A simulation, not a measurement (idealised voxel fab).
Module name: voxel air gaps (process module)
Shown is cross-section cut, with a width of 210 nm and square cells of size 5 nm.
Cross-section = grid of square cells, listed top down in bands; band = one or more rows.
The entry gives the band's vertical extent as a top height and a bottom height in nm, then its horizontal make-up as materials from left to right, each with a width in nm. "air" stands for empty space; a single material marked "full width" fills the band edge to edge.
Below 0: as-received wafer, all one material; heights counted from there. Lowest band: no bottom, goes on down, written "0..down".
The expression "30 to 40" gives the width at the extremes of the band, the first number at its top row of cells and the second at its bottom row, with the width changing by equal amounts from each row to the next in between.
Where the words "nothing changed" appear for a step, the cross-section shows no cell changed by that step; every cell remained as before.
Under "Sealed cavities" you'll find the enclosed gaps, the ones with no way out to the top, that are 8 cells or bigger; each reads width x height at distance, with distance counted from the left edge, everything in nm.
Post-settings text on a step line: simulator's own remark regarding the step.
overlay nm: where the mask lay relative to plan, measured to the right, on steps with a mask; negatives go left.

[Steps in the process plan]
1,RECEIVE, material Si
2,CONFORMAL_DEP, material SiO2, thk nm 15
3,CONFORMAL_DEP, material SiCN, thk nm 5
4,DIRECTIONAL_DEP, material lowk, thk nm 40
5,PATTERN, tone open, mask id LINES, material resist, width nm 20, pitch nm 45, thk nm 20, overlay nm 0
6,DIRECTIONAL_ETCH, etch materials lowk, depth nm 40
7,STRIP, etch materials resist
8,CONFORMAL_DEP, material TiN, thk nm 5
9,FILL_DEP, material W, thk nm 10
10,CMP, height nm 60
11,EPI, material Ru, thk nm 10
12,SELECTIVE_ETCH, etch materials lowk, depth nm 50
13,CONFORMAL_DEP, material SiCN, thk nm 5

[First of two wafers: run as planned]

[This is the cross-section of the wafer as we received it, i.e. after step 1]
    0..down = Si full width
    Sealed cavities: none

[Upon completion of step 2, the wafer appears in cross-section as shown]
    15..0 = SiO2 full width
    For the remainder of the cross-section, below 0, there is no change.

[Upon completion of step 3, the wafer appears in cross-section as shown]
    20..15 = SiCN full width
    For the remainder of the cross-section, below 15, there is no change.

[Upon completion of step 4, the wafer appears in cross-section as shown]
    60..20 = lowk full width
    For the remainder of the cross-section, below 20, there is no change.

[Upon completion of step 5, the wafer appears in cross-section as shown]
    80..60 = 50 nm resist, then 20 nm air, then 25 nm resist, then 20 nm air, then 25 nm resist, then 20 nm air, then 50 nm resist
    For the remainder of the cross-section, below 60, there is no change.

[Upon completion of step 6, the wafer appears in cross-section as shown]
    80..60 = 50 nm resist, then 20 nm air, then 25 nm resist, then 20 nm air, then 25 nm resist, then 20 nm air, then 50 nm resist
    60..20 = 50 nm lowk, then 20 nm air, then 25 nm lowk, then 20 nm air, then 25 nm lowk, then 20 nm air, then 50 nm lowk
    For the remainder of the cross-section, below 20, there is no change.

[Upon completion of step 7, the wafer appears in cross-section as shown]
    60..20 = 50 nm lowk, then 20 nm air, then 25 nm lowk, then 20 nm air, then 25 nm lowk, then 20 nm air, then 50 nm lowk
    For the remainder of the cross-section, below 20, there is no change.

[Upon completion of step 8, the wafer appears in cross-section as shown]
    65..60 = 55 nm TiN, then 10 nm air, then 35 nm TiN, then 10 nm air, then 35 nm TiN, then 10 nm air, then 55 nm TiN
    60..25 = 50 nm lowk, then 5 nm TiN, then 10 nm air, then 5 nm TiN, then 25 nm lowk, then 5 nm TiN, then 10 nm air, then 5 nm TiN, then 25 nm lowk, then 5 nm TiN, then 10 nm air, then 5 nm TiN, then 50 nm lowk
    25..20 = 50 nm lowk, then 20 nm TiN, then 25 nm lowk, then 20 nm TiN, then 25 nm lowk, then 20 nm TiN, then 50 nm lowk
    For the remainder of the cross-section, below 20, there is no change.

[Upon completion of step 9, the wafer appears in cross-section as shown]
    75..65 = W full width
    65..60 = 55 nm TiN, then 10 nm W, then 35 nm TiN, then 10 nm W, then 35 nm TiN, then 10 nm W, then 55 nm TiN
    60..25 = 50 nm lowk, then 5 nm TiN, then 10 nm W, then 5 nm TiN, then 25 nm lowk, then 5 nm TiN, then 10 nm W, then 5 nm TiN, then 25 nm lowk, then 5 nm TiN, then 10 nm W, then 5 nm TiN, then 50 nm lowk
    For the remainder of the cross-section, below 25, there is no change.

[Upon completion of step 10, the wafer appears in cross-section as shown]
    60..25 = 50 nm lowk, then 5 nm TiN, then 10 nm W, then 5 nm TiN, then 25 nm lowk, then 5 nm TiN, then 10 nm W, then 5 nm TiN, then 25 nm lowk, then 5 nm TiN, then 10 nm W, then 5 nm TiN, then 50 nm lowk
    For the remainder of the cross-section, below 25, there is no change.

[Upon completion of step 11, the wafer appears in cross-section as shown]
    70..60 = 40 nm air, then 40 nm Ru, then 5 nm air, then 40 nm Ru, then 5 nm air, then 40 nm Ru, then 40 nm air
    For the remainder of the cross-section, below 60, there is no change.

[Upon completion of step 12, the wafer appears in cross-section as shown]
    70..60 = 40 nm air, then 40 nm Ru, then 5 nm air, then 40 nm Ru, then 5 nm air, then 40 nm Ru, then 40 nm air
    60..25 = 50 nm air, then 5 nm TiN, then 10 nm W, then 5 nm TiN, then 25 nm air, then 5 nm TiN, then 10 nm W, then 5 nm TiN, then 25 nm air, then 5 nm TiN, then 10 nm W, then 5 nm TiN, then 50 nm air
    25..20 = 50 nm air, then 20 nm TiN, then 25 nm air, then 20 nm TiN, then 25 nm air, then 20 nm TiN, then 50 nm air
    For the remainder of the cross-section, below 20, there is no change.

[Upon completion of step 13, the wafer appears in cross-section as shown]
    75..70 = 35 nm air, then 140 nm SiCN, then 35 nm air
    70..60 = 35 nm air, then 5 nm SiCN, then 40 nm Ru, then 5 nm SiCN, then 40 nm Ru, then 5 nm SiCN, then 40 nm Ru, then 5 nm SiCN, then 35 nm air
    60..55 = 35 nm air, then 15 nm SiCN, then 5 nm TiN, then 10 nm W, then 5 nm TiN, then 25 nm SiCN, then 5 nm TiN, then 10 nm W, then 5 nm TiN, then 25 nm SiCN, then 5 nm TiN, then 10 nm W, then 5 nm TiN, then 15 nm SiCN, then 35 nm air
    55..25 = 45 nm air, then 5 nm SiCN, then 5 nm TiN, then 10 nm W, then 5 nm TiN, then 5 nm SiCN, then 15 nm air, then 5 nm SiCN, then 5 nm TiN, then 10 nm W, then 5 nm TiN, then 5 nm SiCN, then 15 nm air, then 5 nm SiCN, then 5 nm TiN, then 10 nm W, then 5 nm TiN, then 5 nm SiCN, then 45 nm air
    25..20 = 50 nm SiCN, then 20 nm TiN, then 25 nm SiCN, then 20 nm TiN, then 25 nm SiCN, then 20 nm TiN, then 50 nm SiCN
    For the remainder of the cross-section, below 20, there is no change.
    Sealed cavities: 15 x 30 at 75; 15 x 30 at 120

[Now the other wafer: same start, same recipe, but we messed up one thing when running it. Up to and including step 4 it's the same as the first one]

[Cross-section of the second wafer at the time step 5 of the plan should have ended]
    80..60 = 50 nm air, then 20 nm resist, then 25 nm air, then 20 nm resist, then 25 nm air, then 20 nm resist, then 50 nm air
    For the remainder of the cross-section, below 60, there is no change.

[Cross-section of the second wafer at the time step 6 of the plan should have ended]
    80..60 = 50 nm air, then 20 nm resist, then 25 nm air, then 20 nm resist, then 25 nm air, then 20 nm resist, then 50 nm air
    60..20 = 50 nm air, then 20 nm lowk, then 25 nm air, then 20 nm lowk, then 25 nm air, then 20 nm lowk, then 50 nm air
    For the remainder of the cross-section, below 20, there is no change.

[Cross-section of the second wafer at the time step 7 of the plan should have ended]
    60..20 = 50 nm air, then 20 nm lowk, then 25 nm air, then 20 nm lowk, then 25 nm air, then 20 nm lowk, then 50 nm air
    For the remainder of the cross-section, below 20, there is no change.

[Cross-section of the second wafer at the time step 8 of the plan should have ended]
    65..60 = 45 nm air, then 30 nm TiN, then 15 nm air, then 30 nm TiN, then 15 nm air, then 30 nm TiN, then 45 nm air
    60..25 = 45 nm air, then 5 nm TiN, then 20 nm lowk, then 5 nm TiN, then 15 nm air, then 5 nm TiN, then 20 nm lowk, then 5 nm TiN, then 15 nm air, then 5 nm TiN, then 20 nm lowk, then 5 nm TiN, then 45 nm air
    25..20 = 50 nm TiN, then 20 nm lowk, then 25 nm TiN, then 20 nm lowk, then 25 nm TiN, then 20 nm lowk, then 50 nm TiN
    For the remainder of the cross-section, below 20, there is no change.

[Cross-section of the second wafer at the time step 9 of the plan should have ended]
    75..65 = W full width
    65..60 = 45 nm W, then 30 nm TiN, then 15 nm W, then 30 nm TiN, then 15 nm W, then 30 nm TiN, then 45 nm W
    60..25 = 45 nm W, then 5 nm TiN, then 20 nm lowk, then 5 nm TiN, then 15 nm W, then 5 nm TiN, then 20 nm lowk, then 5 nm TiN, then 15 nm W, then 5 nm TiN, then 20 nm lowk, then 5 nm TiN, then 45 nm W
    For the remainder of the cross-section, below 25, there is no change.

[Cross-section of the second wafer at the time step 10 of the plan should have ended]
    60..25 = 45 nm W, then 5 nm TiN, then 20 nm lowk, then 5 nm TiN, then 15 nm W, then 5 nm TiN, then 20 nm lowk, then 5 nm TiN, then 15 nm W, then 5 nm TiN, then 20 nm lowk, then 5 nm TiN, then 45 nm W
    For the remainder of the cross-section, below 25, there is no change.

[Cross-section of the second wafer at the time step 11 of the plan should have ended]
    70..60 = Ru full width
    For the remainder of the cross-section, below 60, there is no change.

Cross-section of the second wafer at the time step 12 of the plan should have ended: nothing changed

[Cross-section of the second wafer at the time step 13 of the plan should have ended]
    75..70 = SiCN full width
    For the remainder of the cross-section, below 70, there is no change.
Heads up, the wafer didn't run the way we planned it: step 5 ran with different settings than intended, the actual operation and settings being PATTERN, tone cover, mask id LINES, material resist, width nm 20, pitch nm 45, thk nm 20, overlay nm 0
The final cell counts differ between the wafers, with the second having more or fewer of some materials than the first: Ru +36; SiCN -76; TiN +18; W +126; lowk +96
On completion, 0 closed voids are found in the second wafer, whereas the first wafer has 2.
